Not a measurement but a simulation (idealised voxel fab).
process module | voxel released beams
cross-section cut | 160 nm wide | cells 5 nm
A cross-section is a grid of square cells, given in bands from the top down. A band is one or more rows of cells.
Each band's line starts with the height of the band's top and of its bottom, in nm. Then come its materials from left to right, each with its width in nm. One material with "throughout" fills the band from edge to edge. "air" is empty space.
Height 0 is the level under which the wafer as received is all one material. The lowest band goes on downwards, as in "0 down".
A width such as "30 to 40" changes by the same amount from each row of cells to the next, from the band's top row to its bottom row.
"no change" after a step means that no cell of the cross-section changed.
closed voids: empty space of 8 cells or more with no open way to the top, each as width x height at its distance from the left edge, in nm
after a step's settings: what the simulator itself notes on the step
overlay nm, on a step with a mask: how far to the right of its planned place the mask lay; to the left if negative
plan
1 op RECEIVE | material Si
2 op CONFORMAL_DEP | material SiN | thk nm 5
3 op DIRECTIONAL_DEP | material SiO2 | thk nm 15
4 op DIRECTIONAL_DEP | material aC | thk nm 15
5 op PATTERN | tone open | mask id ANCHOR | material resist | width nm 35 | thk nm 35 | overlay nm 0
6 op DIRECTIONAL_ETCH | etch materials aC | depth nm 15
7 op STRIP | etch materials resist
8 op DIRECTIONAL_ETCH | etch materials SiO2 | depth nm 15
9 op STRIP | etch materials aC
10 op CONFORMAL_DEP | material W | thk nm 15
11 op PATTERN | tone cover | mask id BEAM | material resist | width nm 110 | thk nm 15 | overlay nm 0
12 op DIRECTIONAL_ETCH | etch materials W | depth nm 15
13 op STRIP | etch materials resist
14 op STRIP | etch materials SiO2
as received, after step 1
  0 down: Si throughout
  closed voids: none
first wafer at the end, as planned
  35 to 20: air 20 | W 20 | air 5 | W 85 | air 30
  20 to 5: air 25 | W 35 | air 100
  5 to 0: SiN throughout
  0 down: Si throughout
  closed voids: none
second wafer at the end: like start, like plan, one mistake
  35 to 20: air 20 | W 110 | air 30
  20 to 15: SiN throughout
  15 to 0: SiO2 throughout
  0 down: Si throughout
  closed voids: none
what went wrong: steps 2 and 3 were swapped
at the end the second wafer has, in cells: 96 more of SiO2 | 18 fewer of W
